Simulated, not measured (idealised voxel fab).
process module | voxel fin reveal
cross-section cut | 285 nm wide | cells 5 nm
A cross-section is a grid of square cells, given in bands from the top down. A band is one or more rows of cells.
Each band's line starts with the height of the band's top and of its bottom, in nm. Then come its materials from left to right, each with its width in nm. One material with "throughout" fills the band from edge to edge. "air" is empty space.
Height 0 is the level under which the wafer as received is all one material. The lowest band goes on downwards, as in "0 down".
A width such as "30 to 40" changes by the same amount from each row of cells to the next, from the band's top row to its bottom row.
"no change" after a step means that no cell of the cross-section changed.
closed voids: empty space of 8 cells or more with no open way to the top, each as width x height at its distance from the left edge, in nm
after a step's settings: what the simulator itself notes on the step
overlay nm, on a step with a mask: how far to the right of its planned place the mask lay; to the left if negative
plan
1 op RECEIVE | material Si
2 op CONFORMAL_DEP | material SiN | thk nm 10
3 op DIRECTIONAL_DEP | material aC | thk nm 15
4 op PATTERN | tone cover | mask id FINS | material resist | width nm 15 | pitch nm 40 | thk nm 30 | overlay nm 0
5 op DIRECTIONAL_ETCH | etch materials aC | depth nm 15
6 op STRIP | etch materials resist
7 op DIRECTIONAL_ETCH | etch materials SiN | depth nm 10
8 op DIRECTIONAL_ETCH | etch materials Si | depth nm 35
9 op STRIP | etch materials aC
10 op FILL_DEP | material SiO2 | thk nm 10
11 op CMP | height nm 10
12 op SELECTIVE_ETCH | etch materials SiO2 | depth nm 20
13 op STRIP | etch materials SiN
14 op CONFORMAL_DEP | material HfO2 | thk nm 5
first wafer, as planned
as received, after step 1
  0 down: Si throughout
  closed voids: none
after step 2
  10 to 0: SiN throughout
  below 0: unchanged
after step 3
  25 to 10: aC throughout
  below 10: unchanged
after step 4
  55 to 25: air 95 | resist 15 | air 25 | resist 15 | air 25 | resist 15 | air 95
  below 25: unchanged
after step 5
  40 to 25: air 95 | resist 15 | air 25 | resist 15 | air 25 | resist 15 | air 95
  25 to 10: air 95 | aC 15 | air 25 | aC 15 | air 25 | aC 15 | air 95
  below 10: unchanged
after step 6
  25 to 10: air 95 | aC 15 | air 25 | aC 15 | air 25 | aC 15 | air 95
  below 10: unchanged
after step 7
  25 to 10: air 95 | aC 15 | air 25 | aC 15 | air 25 | aC 15 | air 95
  10 to 0: air 95 | SiN 15 | air 25 | SiN 15 | air 25 | SiN 15 | air 95
  below 0: unchanged
after step 8
  25 to 10: air 95 | aC 15 | air 25 | aC 15 | air 25 | aC 15 | air 95
  10 to 0: air 95 | SiN 15 | air 25 | SiN 15 | air 25 | SiN 15 | air 95
  0 to -35: air 95 | Si 15 | air 25 | Si 15 | air 25 | Si 15 | air 95
  below -35: unchanged
after step 9
  10 to 0: air 95 | SiN 15 | air 25 | SiN 15 | air 25 | SiN 15 | air 95
  below 0: unchanged
after step 10
  20 to 10: SiO2 throughout
  10 to 0: SiO2 95 | SiN 15 | SiO2 25 | SiN 15 | SiO2 25 | SiN 15 | SiO2 95
  0 to -35: SiO2 95 | Si 15 | SiO2 25 | Si 15 | SiO2 25 | Si 15 | SiO2 95
  below -35: unchanged
after step 11
  10 to 0: SiO2 95 | SiN 15 | SiO2 25 | SiN 15 | SiO2 25 | SiN 15 | SiO2 95
  below 0: unchanged
after step 12
  10 to 0: air 95 | SiN 15 | air 25 | SiN 15 | air 25 | SiN 15 | air 95
  0 to -10: air 95 | Si 15 | air 25 | Si 15 | air 25 | Si 15 | air 95
  below -10: unchanged
after step 13
  0 to -10: air 95 | Si 15 | air 25 | Si 15 | air 25 | Si 15 | air 95
  below -10: unchanged
after step 14
  5 to 0: air 90 | HfO2 25 | air 15 | HfO2 25 | air 15 | HfO2 25 | air 90
  0 to -5: air 90 | HfO2 5 | Si 15 | HfO2 5 | air 15 | HfO2 5 | Si 15 | HfO2 5 | air 15 | HfO2 5 | Si 15 | HfO2 5 | air 90
  -5 to -10: HfO2 95 | Si 15 | HfO2 25 | Si 15 | HfO2 25 | Si 15 | HfO2 95
  below -10: unchanged
second wafer: like start, like plan, one mistake. Through step 3 it matches the first wafer
when step 4 should have ended
  55 to 25: resist 95 | air 15 | resist 25 | air 15 | resist 25 | air 15 | resist 95
  below 25: unchanged
when step 5 should have ended
  40 to 25: resist 95 | air 15 | resist 25 | air 15 | resist 25 | air 15 | resist 95
  25 to 10: aC 95 | air 15 | aC 25 | air 15 | aC 25 | air 15 | aC 95
  below 10: unchanged
when step 6 should have ended
  25 to 10: aC 95 | air 15 | aC 25 | air 15 | aC 25 | air 15 | aC 95
  below 10: unchanged
when step 7 should have ended
  25 to 10: aC 95 | air 15 | aC 25 | air 15 | aC 25 | air 15 | aC 95
  10 to 0: SiN 95 | air 15 | SiN 25 | air 15 | SiN 25 | air 15 | SiN 95
  below 0: unchanged
when step 8 should have ended
  25 to 10: aC 95 | air 15 | aC 25 | air 15 | aC 25 | air 15 | aC 95
  10 to 0: SiN 95 | air 15 | SiN 25 | air 15 | SiN 25 | air 15 | SiN 95
  0 to -35: Si 95 | air 15 | Si 25 | air 15 | Si 25 | air 15 | Si 95
  below -35: unchanged
when step 9 should have ended
  10 to 0: SiN 95 | air 15 | SiN 25 | air 15 | SiN 25 | air 15 | SiN 95
  below 0: unchanged
when step 10 should have ended
  20 to 10: SiO2 throughout
  10 to 0: SiN 95 | SiO2 15 | SiN 25 | SiO2 15 | SiN 25 | SiO2 15 | SiN 95
  0 to -35: Si 95 | SiO2 15 | Si 25 | SiO2 15 | Si 25 | SiO2 15 | Si 95
  below -35: unchanged
when step 11 should have ended
  10 to 0: SiN 95 | SiO2 15 | SiN 25 | SiO2 15 | SiN 25 | SiO2 15 | SiN 95
  below 0: unchanged
when step 12 should have ended
  10 to 0: SiN 95 | air 15 | SiN 25 | air 15 | SiN 25 | air 15 | SiN 95
  0 to -10: Si 95 | air 15 | Si 25 | air 15 | Si 25 | air 15 | Si 95
  below -10: unchanged
when step 13 should have ended
  0 to -10: Si 95 | air 15 | Si 25 | air 15 | Si 25 | air 15 | Si 95
  below -10: unchanged
when step 14 should have ended
  5 to 0: HfO2 100 | air 5 | HfO2 35 | air 5 | HfO2 35 | air 5 | HfO2 100
  0 to -5: Si 95 | HfO2 5 | air 5 | HfO2 5 | Si 25 | HfO2 5 | air 5 | HfO2 5 | Si 25 | HfO2 5 | air 5 | HfO2 5 | Si 95
  -5 to -10: Si 95 | HfO2 15 | Si 25 | HfO2 15 | Si 25 | HfO2 15 | Si 95
  below -10: unchanged
what went wrong: step 4 ran as: op PATTERN | tone open | mask id FINS | material resist | width nm 15 | pitch nm 40 | thk nm 30 | overlay nm 0
at the end the second wafer has, in cells: 273 more of Si | 195 fewer of SiO2
